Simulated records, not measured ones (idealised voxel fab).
Herein follows the process module entitled voxel ribs on slabs.
Shown is cross-section cut, with a width of 220 nm and square cells of size 5 nm.
A cross-section is a grid of square cells, given in bands from the top down. A band is one or more rows of cells. In this notation a band is specified by the heights of its top and bottom, in that order and in nm, after which its materials appear from left to right, each paired with its width in nm. The word "edge to edge" attached to a single material means that material fills the band from edge to edge; the word "empty" stands for empty space. Beneath 0, the wafer as received is one material, and that level is where height counting begins. The lowest band goes on downward without a bottom; it is written like "from 0 down". The notation "30->40" denotes a width that varies across the rows of cells in the band, beginning at the first number in the top row, finishing at the second number in the bottom row, and changing by an identical amount from each row to the next. For the purposes of this document, the phrase "all unchanged" attached to a step denotes that no cell within the cross-section was modified by that step. Enclosed cavity list: empty space of 8 cells or more with no open way to the top, each as width x height at its distance from the left edge, in nm. What comes after the settings on a step's line is commentary from the simulator itself on that step. Each step line may optionally specify "overlay nm", which for a step with a mask gives the rightward distance between the mask's planned place and where it lay, a negative value indicating the leftward direction. Pairs, read this way: before one process step on the one hand, after it on the other, the after cross-section ending at the lowest band that changed; the step between, settings included, beneath. Same starting wafer throughout, but possibly different runs of this module, so no pair continues from the pair above unless its entry headed "Preceding state" says so.

PRECEDING STATE
from 80 to 50: resist: 75  empty: 70  resist: 75
from 50 to 45: resist: 75  empty: 25  aC: 20  empty: 25  resist: 75
from 45 to 40: aC edge to edge
from 40 to 35: aC: 100  polySi: 20  aC: 100
from 35 to 20: polySi edge to edge
from 20 to 0: SiO2 edge to edge
from 0 down: Si edge to edge
Enclosed cavity list: none

RESULT OF STEP
from 70 to 45: resist: 75  empty: 70  resist: 75
from 45 to 40: aC: 75  empty: 70  aC: 75
from 40 to 35: aC: 75  empty: 25  polySi: 20  empty: 25  aC: 75
Note: structure below 35 unchanged.
Enclosed cavity list: none
Quick note on the step between the two cross-sections above: op DIRECTIONAL_ETCH | etch materials aC | depth nm 10

Preceding state: For the state before this step, see the after cross-section of the pair located directly above.

RESULT OF STEP
from 45 to 40: aC: 75  empty: 70  aC: 75
Note: structure below 40 unchanged.
Enclosed cavity list: none
Quick note on the step between the two cross-sections above: op STRIP | etch materials resist

Preceding state: For the state before this step, see the after cross-section of the pair located directly above.

RESULT OF STEP
from 45 to 35: aC: 75  empty: 70  aC: 75
from 35 to 25: polySi: 75  empty: 70  polySi: 75
from 25 to 20: polySi: 75  empty: 25  polySi: 20  empty: 25  polySi: 75
Note: structure below 20 unchanged.
Enclosed cavity list: none
Quick note on the step between the two cross-sections above: op DIRECTIONAL_ETCH | etch materials polySi | depth nm 15

Preceding state: For the state before this step, see the after cross-section of the pair located directly above.

RESULT OF STEP
from 35 to 25: polySi: 75  empty: 70  polySi: 75
Note: structure below 25 unchanged.
Enclosed cavity list: none
Quick note on the step between the two cross-sections above: op STRIP | etch materials aC

Preceding state: For the state before this step, see the after cross-section of the pair located directly above.

RESULT OF STEP
from 55 to 35: SiO2 edge to edge
from 35 to 25: polySi: 75  SiO2: 70  polySi: 75
from 25 to 20: polySi: 75  SiO2: 25  polySi: 20  SiO2: 25  polySi: 75
Note: structure below 20 unchanged.
Enclosed cavity list: none
Quick note on the step between the two cross-sections above: op FILL_DEP | material SiO2 | thk nm 20

Preceding state: For the state before this step, see the after cross-section of the pair located directly above.

RESULT OF STEP
from 65 to 55: TiN edge to edge
Note: structure below 55 unchanged.
Enclosed cavity list: none
Quick note on the step between the two cross-sections above: op DIRECTIONAL_DEP | material TiN | thk nm 10

Preceding state: For the state before this step, see the after cross-section of the pair located directly above.

RESULT OF STEP
from 80 to 65: empty: 95  resist: 30  empty: 95
Note: structure below 65 unchanged.
Enclosed cavity list: none
Quick note on the step between the two cross-sections above: op PATTERN | tone cover | mask id HEATER | material resist | width nm 30 | thk nm 15 | overlay nm 0

Preceding state: For the state before this step, see the after cross-section of the pair located directly above.

RESULT OF STEP
from 80 to 65: empty: 95  resist: 30  empty: 95
from 65 to 55: empty: 95  TiN: 30  empty: 95
Note: structure below 55 unchanged.
Enclosed cavity list: none
Quick note on the step between the two cross-sections above: op DIRECTIONAL_ETCH | etch materials TiN | depth nm 10

Preceding state: For the state before this step, see the after cross-section of the pair located directly above.

RESULT OF STEP
from 65 to 55: empty: 95  TiN: 30  empty: 95
Note: structure below 55 unchanged.
Enclosed cavity list: none
Quick note on the step between the two cross-sections above: op STRIP | etch materials resist

Preceding state: For the state before this step, see the after cross-section of the pair located directly above.

RESULT OF STEP
from 70 to 65: empty: 90  SiN: 40  empty: 90
from 65 to 60: empty: 90  SiN: 5  TiN: 30  SiN: 5  empty: 90
from 60 to 55: SiN: 95  TiN: 30  SiN: 95
Note: structure below 55 unchanged.
Enclosed cavity list: none
Quick note on the step between the two cross-sections above: op CONFORMAL_DEP | material SiN | thk nm 5
